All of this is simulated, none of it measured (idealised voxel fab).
Process module in this document: voxel transistor to metal
This is section cut - it's 200 nm across, gridded in 5 nm square cells.
We lay out every cross-section as a grid of square cells and spell it out in bands from the top down, where one band means one or more rows of cells. Quick guide to a band line: top height, bottom height (nm) up front; then every material left to right with its width in nm. Only one material and it's marked "everywhere"? Then it fills the band edge to edge. And "blank" just means empty space. Ref level 0: as-received wafer is one material below here. Bottom band extends down with no lower bound ("0 down"). A two-number width, for instance "30 to 40", indicates that the width is equal to the first number in the top row of the band and to the second number in the bottom row, and that it changes by a constant amount per row of cells. Step marked "nothing different"? Then no cell in the cross-section changed in it. You'll see "Closed internal voids" listing empty spaces that have no way open to the top, as long as they're 8 cells or more; the notation is width x height at distance, where the distance is from the left edge, and all of it is in nm. Step line, after settings: the simulator's comment on this step. On any step carrying a mask, the "overlay nm" setting, if present on the step's line, tells how far right of its planned place the mask lay; negative values point to the left. Each pair below shows a cross-section before one step and the cross-section after it, down to the lowest band that changed. The line under each pair gives the step between them, with its settings. The pairs can come from different runs of this module on the same starting wafer, so a pair continues from the pair above only where its "Snapshot before" says so.

Snapshot before
- 20 to 10 = 45 nm SiO2; 15 nm blank; 75 nm SiO2; 15 nm blank; 50 nm SiO2
- 10 to 0 = 45 nm SiO2; 15 nm blank; 10 nm SiO2; 10 nm SiN; 5 nm HfO2; 5 nm TiN; 15 nm W; 5 nm TiN; 5 nm HfO2; 10 nm SiN; 10 nm SiO2; 15 nm blank; 50 nm SiO2
- 0 to -5 = 30 nm SiO2; 10 nm SiN; 5 nm SiO2; 15 nm blank; 10 nm SiGe; 10 nm SiN; 5 nm HfO2; 25 nm TiN; 5 nm HfO2; 10 nm SiN; 10 nm SiGe; 15 nm blank; 5 nm SiO2; 10 nm SiN; 35 nm SiO2
- -5 to -10 = 45 nm SiO2; 15 nm blank; 10 nm SiGe; 5 nm SiO2; 45 nm HfO2; 5 nm SiO2; 10 nm SiGe; 15 nm blank; 50 nm SiO2
- -10 to -20 = 40 nm SiO2; 30 nm SiGe; 55 nm Si; 30 nm SiGe; 45 nm SiO2
- -20 to -60 = 40 nm SiO2; 115 nm Si; 45 nm SiO2
- -60 down = Si everywhere
- Closed internal voids: none

Post-Process Section
- 25 to 20 = 50 nm TiN; 5 nm blank; 85 nm TiN; 5 nm blank; 55 nm TiN
- 20 to 10 = 45 nm SiO2; 5 nm TiN; 5 nm blank; 5 nm TiN; 75 nm SiO2; 5 nm TiN; 5 nm blank; 5 nm TiN; 50 nm SiO2
- 10 to 0 = 45 nm SiO2; 5 nm TiN; 5 nm blank; 5 nm TiN; 10 nm SiO2; 10 nm SiN; 5 nm HfO2; 5 nm TiN; 15 nm W; 5 nm TiN; 5 nm HfO2; 10 nm SiN; 10 nm SiO2; 5 nm TiN; 5 nm blank; 5 nm TiN; 50 nm SiO2
- 0 to -5 = 30 nm SiO2; 10 nm SiN; 5 nm SiO2; 5 nm TiN; 5 nm blank; 5 nm TiN; 10 nm SiGe; 10 nm SiN; 5 nm HfO2; 25 nm TiN; 5 nm HfO2; 10 nm SiN; 10 nm SiGe; 5 nm TiN; 5 nm blank; 5 nm TiN; 5 nm SiO2; 10 nm SiN; 35 nm SiO2
- -5 to -10 = 45 nm SiO2; 15 nm TiN; 10 nm SiGe; 5 nm SiO2; 45 nm HfO2; 5 nm SiO2; 10 nm SiGe; 15 nm TiN; 50 nm SiO2
- Note: structure below -10 unchanged.
- Closed internal voids: none
The two cross-sections above bracket this step: CONFORMAL_DEP,material TiN,thk nm 5

Snapshot before: the wafer arrives at this step looking as the after cross-section in the pair just above shows it.

Post-Process Section
- 35 to 25 = W everywhere
- 25 to 20 = 50 nm TiN; 5 nm W; 85 nm TiN; 5 nm W; 55 nm TiN
- 20 to 10 = 45 nm SiO2; 5 nm TiN; 5 nm W; 5 nm TiN; 75 nm SiO2; 5 nm TiN; 5 nm W; 5 nm TiN; 50 nm SiO2
- 10 to 0 = 45 nm SiO2; 5 nm TiN; 5 nm W; 5 nm TiN; 10 nm SiO2; 10 nm SiN; 5 nm HfO2; 5 nm TiN; 15 nm W; 5 nm TiN; 5 nm HfO2; 10 nm SiN; 10 nm SiO2; 5 nm TiN; 5 nm W; 5 nm TiN; 50 nm SiO2
- 0 to -5 = 30 nm SiO2; 10 nm SiN; 5 nm SiO2; 5 nm TiN; 5 nm W; 5 nm TiN; 10 nm SiGe; 10 nm SiN; 5 nm HfO2; 25 nm TiN; 5 nm HfO2; 10 nm SiN; 10 nm SiGe; 5 nm TiN; 5 nm W; 5 nm TiN; 5 nm SiO2; 10 nm SiN; 35 nm SiO2
- Note: structure below -5 unchanged.
- Closed internal voids: none
The two cross-sections above bracket this step: FILL_DEP,material W,thk nm 10

Snapshot before: the wafer arrives at this step looking as the after cross-section in the pair just above shows it.

Post-Process Section
- 20 to 10 = 45 nm SiO2; 5 nm TiN; 5 nm W; 5 nm TiN; 75 nm SiO2; 5 nm TiN; 5 nm W; 5 nm TiN; 50 nm SiO2
- Note: structure below 10 unchanged.
- Closed internal voids: none
The two cross-sections above bracket this step: CMP,height nm 20

Snapshot before: the wafer arrives at this step looking as the after cross-section in the pair just above shows it.

Post-Process Section
- 25 to 20 = SiN everywhere
- Note: structure below 20 unchanged.
- Closed internal voids: none
The two cross-sections above bracket this step: CONFORMAL_DEP,material SiN,thk nm 5

Snapshot before: the wafer arrives at this step looking as the after cross-section in the pair just above shows it.

Post-Process Section
- 45 to 25 = SiO2 everywhere
- Note: structure below 25 unchanged.
- Closed internal voids: none
The two cross-sections above bracket this step: DIRECTIONAL_DEP,material SiO2,thk nm 20

Snapshot before: the wafer arrives at this step looking as the after cross-section in the pair just above shows it.

Post-Process Section
- 65 to 45 = 45 nm resist; 15 nm blank; 75 nm resist; 15 nm blank; 50 nm resist
- Note: structure below 45 unchanged.
- Closed internal voids: none
The two cross-sections above bracket this step: PATTERN,tone open,mask id METAL_1,material resist,width nm 15,pitch nm 90,thk nm 20,overlay nm 0

Snapshot before: the wafer arrives at this step looking as the after cross-section in the pair just above shows it.

Post-Process Section
- 65 to 45 = 45 nm resist; 15 nm blank; 75 nm resist; 15 nm blank; 50 nm resist
- 45 to 25 = 45 nm SiO2; 15 nm blank; 75 nm SiO2; 15 nm blank; 50 nm SiO2
- Note: structure below 25 unchanged.
- Closed internal voids: none
The two cross-sections above bracket this step: DIRECTIONAL_ETCH,etch materials SiO2,depth nm 20

Snapshot before: the wafer arrives at this step looking as the after cross-section in the pair just above shows it.

Post-Process Section
- 65 to 45 = 45 nm resist; 15 nm blank; 75 nm resist; 15 nm blank; 50 nm resist
- 45 to 25 = 45 nm SiO2; 15 nm blank; 75 nm SiO2; 15 nm blank; 50 nm SiO2
- 25 to 20 = 45 nm SiN; 15 nm blank; 75 nm SiN; 15 nm blank; 50 nm SiN
- Note: structure below 20 unchanged.
- Closed internal voids: none
The two cross-sections above bracket this step: DIRECTIONAL_ETCH,etch materials SiN,depth nm 5

Snapshot before: the wafer arrives at this step looking as the after cross-section in the pair just above shows it.

Post-Process Section
- 45 to 25 = 45 nm SiO2; 15 nm blank; 75 nm SiO2; 15 nm blank; 50 nm SiO2
- Note: structure below 25 unchanged.
- Closed internal voids: none
The two cross-sections above bracket this step: STRIP,etch materials resist

Snapshot before: the wafer arrives at this step looking as the after cross-section in the pair just above shows it.

Post-Process Section
- 50 to 45 = 50 nm TiN; 5 nm blank; 85 nm TiN; 5 nm blank; 55 nm TiN
- 45 to 25 = 45 nm SiO2; 5 nm TiN; 5 nm blank; 5 nm TiN; 75 nm SiO2; 5 nm TiN; 5 nm blank; 5 nm TiN; 50 nm SiO2
- 25 to 20 = 45 nm SiN; 15 nm TiN; 75 nm SiN; 15 nm TiN; 50 nm SiN
- Note: structure below 20 unchanged.
- Closed internal voids: none
The two cross-sections above bracket this step: CONFORMAL_DEP,material TiN,thk nm 5

Snapshot before: the wafer arrives at this step looking as the after cross-section in the pair just above shows it.

Post-Process Section
- 55 to 50 = Cu everywhere
- 50 to 45 = 50 nm TiN; 5 nm Cu; 85 nm TiN; 5 nm Cu; 55 nm TiN
- 45 to 25 = 45 nm SiO2; 5 nm TiN; 5 nm Cu; 5 nm TiN; 75 nm SiO2; 5 nm TiN; 5 nm Cu; 5 nm TiN; 50 nm SiO2
- Note: structure below 25 unchanged.
- Closed internal voids: none
The two cross-sections above bracket this step: FILL_DEP,material Cu,thk nm 5

Snapshot before: the wafer arrives at this step looking as the after cross-section in the pair just above shows it.

Post-Process Section
- 45 to 25 = 45 nm SiO2; 5 nm TiN; 5 nm Cu; 5 nm TiN; 75 nm SiO2; 5 nm TiN; 5 nm Cu; 5 nm TiN; 50 nm SiO2
- Note: structure below 25 unchanged.
- Closed internal voids: none
The two cross-sections above bracket this step: CMP,height nm 45

Snapshot before: the wafer arrives at this step looking as the after cross-section in the pair just above shows it.

Post-Process Section
- 50 to 45 = SiN everywhere
- Note: structure below 45 unchanged.
- Closed internal voids: none
The two cross-sections above bracket this step: CONFORMAL_DEP,material SiN,thk nm 5

Snapshot before
- 15 to 10 = 70 nm blank; 10 nm SiN; 35 nm blank; 10 nm SiN; 75 nm blank
- 10 to 0 = 70 nm SiO2; 10 nm SiN; 35 nm blank; 10 nm SiN; 75 nm SiO2
- 0 to -5 = 30 nm SiO2; 10 nm SiN; 20 nm SiO2; 10 nm SiGe; 10 nm SiN; 35 nm blank; 10 nm SiN; 10 nm SiGe; 20 nm SiO2; 10 nm SiN; 35 nm SiO2
- -5 to -10 = 60 nm SiO2; 10 nm SiGe; 5 nm SiO2; 45 nm blank; 5 nm SiO2; 10 nm SiGe; 65 nm SiO2
- -10 to -20 = 40 nm SiO2; 30 nm SiGe; 55 nm Si; 30 nm SiGe; 45 nm SiO2
- -20 to -35 = 40 nm SiO2; 115 nm Si; 45 nm SiO2
- -35 down = Si everywhere
- Closed internal voids: none

Post-Process Section
- 20 to 15 = 65 nm blank; 20 nm TiN; 25 nm blank; 20 nm TiN; 70 nm blank
- 15 to 10 = 70 nm TiN; 10 nm SiN; 5 nm TiN; 25 nm blank; 5 nm TiN; 10 nm SiN; 75 nm TiN
- 10 to 0 = 70 nm SiO2; 10 nm SiN; 5 nm TiN; 25 nm blank; 5 nm TiN; 10 nm SiN; 75 nm SiO2
- 0 to -5 = 30 nm SiO2; 10 nm SiN; 20 nm SiO2; 10 nm SiGe; 10 nm SiN; 5 nm TiN; 25 nm blank; 5 nm TiN; 10 nm SiN; 10 nm SiGe; 20 nm SiO2; 10 nm SiN; 35 nm SiO2
- -5 to -10 = 60 nm SiO2; 10 nm SiGe; 5 nm SiO2; 45 nm TiN; 5 nm SiO2; 10 nm SiGe; 65 nm SiO2
- Note: structure below -10 unchanged.
- Closed internal voids: none
The two cross-sections above bracket this step: CONFORMAL_DEP,material TiN,thk nm 5

Snapshot before: the wafer arrives at this step looking as the after cross-section in the pair just above shows it.

Post-Process Section
- 25 to 20 = 60 nm blank; 30 nm HfO2; 15 nm blank; 30 nm HfO2; 65 nm blank
- 20 to 15 = 65 nm HfO2; 20 nm TiN; 5 nm HfO2; 15 nm blank; 5 nm HfO2; 20 nm TiN; 70 nm HfO2
- 15 to 10 = 70 nm TiN; 10 nm SiN; 5 nm TiN; 5 nm HfO2; 15 nm blank; 5 nm HfO2; 5 nm TiN; 10 nm SiN; 75 nm TiN
- 10 to 0 = 70 nm SiO2; 10 nm SiN; 5 nm TiN; 5 nm HfO2; 15 nm blank; 5 nm HfO2; 5 nm TiN; 10 nm SiN; 75 nm SiO2
- 0 to -5 = 30 nm SiO2; 10 nm SiN; 20 nm SiO2; 10 nm SiGe; 10 nm SiN; 5 nm TiN; 25 nm HfO2; 5 nm TiN; 10 nm SiN; 10 nm SiGe; 20 nm SiO2; 10 nm SiN; 35 nm SiO2
- Note: structure below -5 unchanged.
- Closed internal voids: none
The two cross-sections above bracket this step: CONFORMAL_DEP,material HfO2,thk nm 5

Snapshot before: the wafer arrives at this step looking as the after cross-section in the pair just above shows it.

Post-Process Section
- 35 to 25 = W everywhere
- 25 to 20 = 60 nm W; 30 nm HfO2; 15 nm W; 30 nm HfO2; 65 nm W
- 20 to 15 = 65 nm HfO2; 20 nm TiN; 5 nm HfO2; 15 nm W; 5 nm HfO2; 20 nm TiN; 70 nm HfO2
- 15 to 10 = 70 nm TiN; 10 nm SiN; 5 nm TiN; 5 nm HfO2; 15 nm W; 5 nm HfO2; 5 nm TiN; 10 nm SiN; 75 nm TiN
- 10 to 0 = 70 nm SiO2; 10 nm SiN; 5 nm TiN; 5 nm HfO2; 15 nm W; 5 nm HfO2; 5 nm TiN; 10 nm SiN; 75 nm SiO2
- Note: structure below 0 unchanged.
- Closed internal voids: none
The two cross-sections above bracket this step: FILL_DEP,material W,thk nm 10

Snapshot before: the wafer arrives at this step looking as the after cross-section in the pair just above shows it.

Post-Process Section
- 10 to 0 = 70 nm SiO2; 10 nm SiN; 5 nm TiN; 5 nm HfO2; 15 nm W; 5 nm HfO2; 5 nm TiN; 10 nm SiN; 75 nm SiO2
- Note: structure below 0 unchanged.
- Closed internal voids: none
The two cross-sections above bracket this step: CMP,height nm 10

Snapshot before: the wafer arrives at this step looking as the after cross-section in the pair just above shows it.

Post-Process Section
- 20 to 10 = SiO2 everywhere
- Note: structure below 10 unchanged.
- Closed internal voids: none
The two cross-sections above bracket this step: DIRECTIONAL_DEP,material SiO2,thk nm 10

Snapshot before: the wafer arrives at this step looking as the after cross-section in the pair just above shows it.

Post-Process Section
- 20 to 10 = 45 nm SiO2; 15 nm blank; 75 nm SiO2; 15 nm blank; 50 nm SiO2
- 10 to 0 = 45 nm SiO2; 15 nm blank; 10 nm SiO2; 10 nm SiN; 5 nm TiN; 5 nm HfO2; 15 nm W; 5 nm HfO2; 5 nm TiN; 10 nm SiN; 10 nm SiO2; 15 nm blank; 50 nm SiO2
- 0 to -5 = 30 nm SiO2; 10 nm SiN; 5 nm SiO2; 15 nm blank; 10 nm SiGe; 10 nm SiN; 5 nm TiN; 25 nm HfO2; 5 nm TiN; 10 nm SiN; 10 nm SiGe; 15 nm blank; 5 nm SiO2; 10 nm SiN; 35 nm SiO2
- -5 to -10 = 45 nm SiO2; 15 nm blank; 10 nm SiGe; 5 nm SiO2; 45 nm TiN; 5 nm SiO2; 10 nm SiGe; 15 nm blank; 50 nm SiO2
- Note: structure below -10 unchanged.
- Closed internal voids: none
The two cross-sections above bracket this step: MASKED_ETCH,tone open,mask id CONTACT,width nm 15,pitch nm 90,etch materials SiO2,depth nm 30,overlay nm 0

Snapshot before: the wafer arrives at this step looking as the after cross-section in the pair just above shows it.

Post-Process Section
- 25 to 20 = 50 nm TiN; 5 nm blank; 85 nm TiN; 5 nm blank; 55 nm TiN
- 20 to 10 = 45 nm SiO2; 5 nm TiN; 5 nm blank; 5 nm TiN; 75 nm SiO2; 5 nm TiN; 5 nm blank; 5 nm TiN; 50 nm SiO2
- 10 to 0 = 45 nm SiO2; 5 nm TiN; 5 nm blank; 5 nm TiN; 10 nm SiO2; 10 nm SiN; 5 nm TiN; 5 nm HfO2; 15 nm W; 5 nm HfO2; 5 nm TiN; 10 nm SiN; 10 nm SiO2; 5 nm TiN; 5 nm blank; 5 nm TiN; 50 nm SiO2
- 0 to -5 = 30 nm SiO2; 10 nm SiN; 5 nm SiO2; 5 nm TiN; 5 nm blank; 5 nm TiN; 10 nm SiGe; 10 nm SiN; 5 nm TiN; 25 nm HfO2; 5 nm TiN; 10 nm SiN; 10 nm SiGe; 5 nm TiN; 5 nm blank; 5 nm TiN; 5 nm SiO2; 10 nm SiN; 35 nm SiO2
- -5 to -10 = 45 nm SiO2; 15 nm TiN; 10 nm SiGe; 5 nm SiO2; 45 nm TiN; 5 nm SiO2; 10 nm SiGe; 15 nm TiN; 50 nm SiO2
- Note: structure below -10 unchanged.
- Closed internal voids: none
The two cross-sections above bracket this step: CONFORMAL_DEP,material TiN,thk nm 5

Snapshot before: the wafer arrives at this step looking as the after cross-section in the pair just above shows it.

Post-Process Section
- 35 to 25 = W everywhere
- 25 to 20 = 50 nm TiN; 5 nm W; 85 nm TiN; 5 nm W; 55 nm TiN
- 20 to 10 = 45 nm SiO2; 5 nm TiN; 5 nm W; 5 nm TiN; 75 nm SiO2; 5 nm TiN; 5 nm W; 5 nm TiN; 50 nm SiO2
- 10 to 0 = 45 nm SiO2; 5 nm TiN; 5 nm W; 5 nm TiN; 10 nm SiO2; 10 nm SiN; 5 nm TiN; 5 nm HfO2; 15 nm W; 5 nm HfO2; 5 nm TiN; 10 nm SiN; 10 nm SiO2; 5 nm TiN; 5 nm W; 5 nm TiN; 50 nm SiO2
- 0 to -5 = 30 nm SiO2; 10 nm SiN; 5 nm SiO2; 5 nm TiN; 5 nm W; 5 nm TiN; 10 nm SiGe; 10 nm SiN; 5 nm TiN; 25 nm HfO2; 5 nm TiN; 10 nm SiN; 10 nm SiGe; 5 nm TiN; 5 nm W; 5 nm TiN; 5 nm SiO2; 10 nm SiN; 35 nm SiO2
- Note: structure below -5 unchanged.
- Closed internal voids: none
The two cross-sections above bracket this step: FILL_DEP,material W,thk nm 10

Snapshot before: the wafer arrives at this step looking as the after cross-section in the pair just above shows it.

Post-Process Section
- 20 to 10 = 45 nm SiO2; 5 nm TiN; 5 nm W; 5 nm TiN; 75 nm SiO2; 5 nm TiN; 5 nm W; 5 nm TiN; 50 nm SiO2
- Note: structure below 10 unchanged.
- Closed internal voids: none
The two cross-sections above bracket this step: CMP,height nm 20

Snapshot before: the wafer arrives at this step looking as the after cross-section in the pair just above shows it.

Post-Process Section
- 25 to 20 = SiN everywhere
- Note: structure below 20 unchanged.
- Closed internal voids: none
The two cross-sections above bracket this step: CONFORMAL_DEP,material SiN,thk nm 5

Snapshot before: the wafer arrives at this step looking as the after cross-section in the pair just above shows it.

Post-Process Section
- 45 to 25 = SiO2 everywhere
- Note: structure below 25 unchanged.
- Closed internal voids: none
The two cross-sections above bracket this step: DIRECTIONAL_DEP,material SiO2,thk nm 20

Snapshot before: the wafer arrives at this step looking as the after cross-section in the pair just above shows it.

Post-Process Section
- 65 to 45 = 45 nm resist; 15 nm blank; 75 nm resist; 15 nm blank; 50 nm resist
- Note: structure below 45 unchanged.
- Closed internal voids: none
The two cross-sections above bracket this step: PATTERN,tone open,mask id METAL_1,material resist,width nm 15,pitch nm 90,thk nm 20,overlay nm 0

Snapshot before: the wafer arrives at this step looking as the after cross-section in the pair just above shows it.

Post-Process Section
- 65 to 45 = 45 nm resist; 15 nm blank; 75 nm resist; 15 nm blank; 50 nm resist
- 45 to 25 = 45 nm SiO2; 15 nm blank; 75 nm SiO2; 15 nm blank; 50 nm SiO2
- Note: structure below 25 unchanged.
- Closed internal voids: none
The two cross-sections above bracket this step: DIRECTIONAL_ETCH,etch materials SiO2,depth nm 20

Snapshot before: the wafer arrives at this step looking as the after cross-section in the pair just above shows it.

Post-Process Section
- 65 to 45 = 45 nm resist; 15 nm blank; 75 nm resist; 15 nm blank; 50 nm resist
- 45 to 25 = 45 nm SiO2; 15 nm blank; 75 nm SiO2; 15 nm blank; 50 nm SiO2
- 25 to 20 = 45 nm SiN; 15 nm blank; 75 nm SiN; 15 nm blank; 50 nm SiN
- Note: structure below 20 unchanged.
- Closed internal voids: none
The two cross-sections above bracket this step: DIRECTIONAL_ETCH,etch materials SiN,depth nm 5

Snapshot before: the wafer arrives at this step looking as the after cross-section in the pair just above shows it.

Post-Process Section
- 45 to 25 = 45 nm SiO2; 15 nm blank; 75 nm SiO2; 15 nm blank; 50 nm SiO2
- Note: structure below 25 unchanged.
- Closed internal voids: none
The two cross-sections above bracket this step: STRIP,etch materials resist

Snapshot before: the wafer arrives at this step looking as the after cross-section in the pair just above shows it.

Post-Process Section
- 50 to 45 = 50 nm TiN; 5 nm blank; 85 nm TiN; 5 nm blank; 55 nm TiN
- 45 to 25 = 45 nm SiO2; 5 nm TiN; 5 nm blank; 5 nm TiN; 75 nm SiO2; 5 nm TiN; 5 nm blank; 5 nm TiN; 50 nm SiO2
- 25 to 20 = 45 nm SiN; 15 nm TiN; 75 nm SiN; 15 nm TiN; 50 nm SiN
- Note: structure below 20 unchanged.
- Closed internal voids: none
The two cross-sections above bracket this step: CONFORMAL_DEP,material TiN,thk nm 5

Snapshot before: the wafer arrives at this step looking as the after cross-section in the pair just above shows it.

Post-Process Section
- 55 to 50 = Cu everywhere
- 50 to 45 = 50 nm TiN; 5 nm Cu; 85 nm TiN; 5 nm Cu; 55 nm TiN
- 45 to 25 = 45 nm SiO2; 5 nm TiN; 5 nm Cu; 5 nm TiN; 75 nm SiO2; 5 nm TiN; 5 nm Cu; 5 nm TiN; 50 nm SiO2
- Note: structure below 25 unchanged.
- Closed internal voids: none
The two cross-sections above bracket this step: FILL_DEP,material Cu,thk nm 5

Snapshot before: the wafer arrives at this step looking as the after cross-section in the pair just above shows it.

Post-Process Section
- 45 to 25 = 45 nm SiO2; 5 nm TiN; 5 nm Cu; 5 nm TiN; 75 nm SiO2; 5 nm TiN; 5 nm Cu; 5 nm TiN; 50 nm SiO2
- Note: structure below 25 unchanged.
- Closed internal voids: none
The two cross-sections above bracket this step: CMP,height nm 45

Snapshot before: the wafer arrives at this step looking as the after cross-section in the pair just above shows it.

Post-Process Section
- 50 to 45 = SiN everywhere
- Note: structure below 45 unchanged.
- Closed internal voids: none
The two cross-sections above bracket this step: CONFORMAL_DEP,material SiN,thk nm 5

Snapshot before
- 30 to 15 = 70 nm blank; 10 nm SiN; 35 nm SiCN; 10 nm SiN; 75 nm blank
- 15 to 0 = 70 nm blank; 10 nm SiN; 35 nm polySi; 10 nm SiN; 75 nm blank
- 0 to -5 = 30 nm blank; 10 nm SiN; 30 nm blank; 10 nm SiN; 35 nm polySi; 10 nm SiN; 30 nm blank; 10 nm SiN; 35 nm blank
- -5 to -10 = 40 nm SiO2; 30 nm blank; 55 nm SiO2; 30 nm blank; 45 nm SiO2
- -10 to -35 = 40 nm SiO2; 115 nm Si; 45 nm SiO2
- -35 down = Si everywhere
- Closed internal voids: none

Post-Process Section
- 30 to 15 = 70 nm blank; 10 nm SiN; 35 nm SiCN; 10 nm SiN; 75 nm blank
- 15 to 0 = 70 nm blank; 10 nm SiN; 35 nm polySi; 10 nm SiN; 75 nm blank
- 0 to -5 = 30 nm blank; 10 nm SiN; 30 nm blank; 10 nm SiN; 35 nm polySi; 10 nm SiN; 30 nm blank; 10 nm SiN; 35 nm blank
- -5 to -10 = 40 nm SiO2; 30 nm blank; 55 nm SiO2; 30 nm blank; 45 nm SiO2
- -10 to -15 = 40 nm SiO2; 30 nm blank; 55 nm Si; 30 nm blank; 45 nm SiO2
- Note: structure below -15 unchanged.
- Closed internal voids: none
The two cross-sections above bracket this step: DIRECTIONAL_ETCH,etch materials Si,depth nm 5

Snapshot before: the wafer arrives at this step looking as the after cross-section in the pair just above shows it.

Post-Process Section
- 30 to 15 = 70 nm blank; 10 nm SiN; 35 nm SiCN; 10 nm SiN; 75 nm blank
- 15 to 0 = 70 nm blank; 10 nm SiN; 35 nm polySi; 10 nm SiN; 75 nm blank
- 0 to -5 = 30 nm blank; 10 nm SiN; 20 nm blank; 10 nm SiGe; 10 nm SiN; 35 nm polySi; 10 nm SiN; 10 nm SiGe; 20 nm blank; 10 nm SiN; 35 nm blank
- -5 to -10 = 40 nm SiO2; 30 nm SiGe; 55 nm SiO2; 30 nm SiGe; 45 nm SiO2
- -10 to -15 = 40 nm SiO2; 30 nm SiGe; 55 nm Si; 30 nm SiGe; 45 nm SiO2
- Note: structure below -15 unchanged.
- Closed internal voids: none
The two cross-sections above bracket this step: EPI,material SiGe,thk nm 10

Snapshot before: the wafer arrives at this step looking as the after cross-section in the pair just above shows it.

Post-Process Section
- 35 to 30 = SiO2 everywhere
- 30 to 15 = 70 nm SiO2; 10 nm SiN; 35 nm SiCN; 10 nm SiN; 75 nm SiO2
- 15 to 0 = 70 nm SiO2; 10 nm SiN; 35 nm polySi; 10 nm SiN; 75 nm SiO2
- 0 to -5 = 30 nm SiO2; 10 nm SiN; 20 nm SiO2; 10 nm SiGe; 10 nm SiN; 35 nm polySi; 10 nm SiN; 10 nm SiGe; 20 nm SiO2; 10 nm SiN; 35 nm SiO2
- Note: structure below -5 unchanged.
- Closed internal voids: none
The two cross-sections above bracket this step: FILL_DEP,material SiO2,thk nm 5

Snapshot before: the wafer arrives at this step looking as the after cross-section in the pair just above shows it.

Post-Process Section
- 15 to 0 = 70 nm SiO2; 10 nm SiN; 35 nm polySi; 10 nm SiN; 75 nm SiO2
- Note: structure below 0 unchanged.
- Closed internal voids: none
The two cross-sections above bracket this step: CMP,height nm 15

Snapshot before: the wafer arrives at this step looking as the after cross-section in the pair just above shows it.

Post-Process Section
- 15 to 0 = 70 nm SiO2; 10 nm SiN; 35 nm blank; 10 nm SiN; 75 nm SiO2
- 0 to -5 = 30 nm SiO2; 10 nm SiN; 20 nm SiO2; 10 nm SiGe; 10 nm SiN; 35 nm blank; 10 nm SiN; 10 nm SiGe; 20 nm SiO2; 10 nm SiN; 35 nm SiO2
- Note: structure below -5 unchanged.
- Closed internal voids: none
The two cross-sections above bracket this step: STRIP,etch materials polySi

Snapshot before: the wafer arrives at this step looking as the after cross-section in the pair just above shows it.

Post-Process Section
- 15 to 10 = 70 nm blank; 10 nm SiN; 35 nm blank; 10 nm SiN; 75 nm blank
- 10 to 0 = 70 nm SiO2; 10 nm SiN; 35 nm blank; 10 nm SiN; 75 nm SiO2
- 0 to -5 = 30 nm SiO2; 10 nm SiN; 20 nm SiO2; 10 nm SiGe; 10 nm SiN; 35 nm blank; 10 nm SiN; 10 nm SiGe; 20 nm SiO2; 10 nm SiN; 35 nm SiO2
- -5 to -10 = 40 nm SiO2; 30 nm SiGe; 5 nm SiO2; 45 nm blank; 5 nm SiO2; 30 nm SiGe; 45 nm SiO2
- Note: structure below -10 unchanged.
- Closed internal voids: none
The two cross-sections above bracket this step: SELECTIVE_ETCH,etch materials SiO2,depth nm 5

Snapshot before: the wafer arrives at this step looking as the after cross-section in the pair just above shows it.

Post-Process Section
- 20 to 15 = 65 nm blank; 20 nm HfO2; 25 nm blank; 20 nm HfO2; 70 nm blank
- 15 to 10 = 70 nm HfO2; 10 nm SiN; 5 nm HfO2; 25 nm blank; 5 nm HfO2; 10 nm SiN; 75 nm HfO2
- 10 to 0 = 70 nm SiO2; 10 nm SiN; 5 nm HfO2; 25 nm blank; 5 nm HfO2; 10 nm SiN; 75 nm SiO2
- 0 to -5 = 30 nm SiO2; 10 nm SiN; 20 nm SiO2; 10 nm SiGe; 10 nm SiN; 5 nm HfO2; 25 nm blank; 5 nm HfO2; 10 nm SiN; 10 nm SiGe; 20 nm SiO2; 10 nm SiN; 35 nm SiO2
- -5 to -10 = 40 nm SiO2; 30 nm SiGe; 5 nm SiO2; 45 nm HfO2; 5 nm SiO2; 30 nm SiGe; 45 nm SiO2
- Note: structure below -10 unchanged.
- Closed internal voids: none
The two cross-sections above bracket this step: CONFORMAL_DEP,material HfO2,thk nm 5

Snapshot before: the wafer arrives at this step looking as the after cross-section in the pair just above shows it.

Post-Process Section
- 25 to 20 = 60 nm blank; 30 nm TiN; 15 nm blank; 30 nm TiN; 65 nm blank
- 20 to 15 = 65 nm TiN; 20 nm HfO2; 5 nm TiN; 15 nm blank; 5 nm TiN; 20 nm HfO2; 70 nm TiN
- 15 to 10 = 70 nm HfO2; 10 nm SiN; 5 nm HfO2; 5 nm TiN; 15 nm blank; 5 nm TiN; 5 nm HfO2; 10 nm SiN; 75 nm HfO2
- 10 to 0 = 70 nm SiO2; 10 nm SiN; 5 nm HfO2; 5 nm TiN; 15 nm blank; 5 nm TiN; 5 nm HfO2; 10 nm SiN; 75 nm SiO2
- 0 to -5 = 30 nm SiO2; 10 nm SiN; 20 nm SiO2; 10 nm SiGe; 10 nm SiN; 5 nm HfO2; 25 nm TiN; 5 nm HfO2; 10 nm SiN; 10 nm SiGe; 20 nm SiO2; 10 nm SiN; 35 nm SiO2
- Note: structure below -5 unchanged.
- Closed internal voids: none
The two cross-sections above bracket this step: CONFORMAL_DEP,material TiN,thk nm 5

Snapshot before: the wafer arrives at this step looking as the after cross-section in the pair just above shows it.

Post-Process Section
- 35 to 25 = W everywhere
- 25 to 20 = 60 nm W; 30 nm TiN; 15 nm W; 30 nm TiN; 65 nm W
- 20 to 15 = 65 nm TiN; 20 nm HfO2; 5 nm TiN; 15 nm W; 5 nm TiN; 20 nm HfO2; 70 nm TiN
- 15 to 10 = 70 nm HfO2; 10 nm SiN; 5 nm HfO2; 5 nm TiN; 15 nm W; 5 nm TiN; 5 nm HfO2; 10 nm SiN; 75 nm HfO2
- 10 to 0 = 70 nm SiO2; 10 nm SiN; 5 nm HfO2; 5 nm TiN; 15 nm W; 5 nm TiN; 5 nm HfO2; 10 nm SiN; 75 nm SiO2
- Note: structure below 0 unchanged.
- Closed internal voids: none
The two cross-sections above bracket this step: FILL_DEP,material W,thk nm 10

Snapshot before: the wafer arrives at this step looking as the after cross-section in the pair just above shows it.

Post-Process Section
- 10 to 0 = 70 nm SiO2; 10 nm SiN; 5 nm HfO2; 5 nm TiN; 15 nm W; 5 nm TiN; 5 nm HfO2; 10 nm SiN; 75 nm SiO2
- Note: structure below 0 unchanged.
- Closed internal voids: none
The two cross-sections above bracket this step: CMP,height nm 10

Snapshot before: the wafer arrives at this step looking as the after cross-section in the pair just above shows it.

Post-Process Section
- 20 to 10 = SiO2 everywhere
- Note: structure below 10 unchanged.
- Closed internal voids: none
The two cross-sections above bracket this step: DIRECTIONAL_DEP,material SiO2,thk nm 10
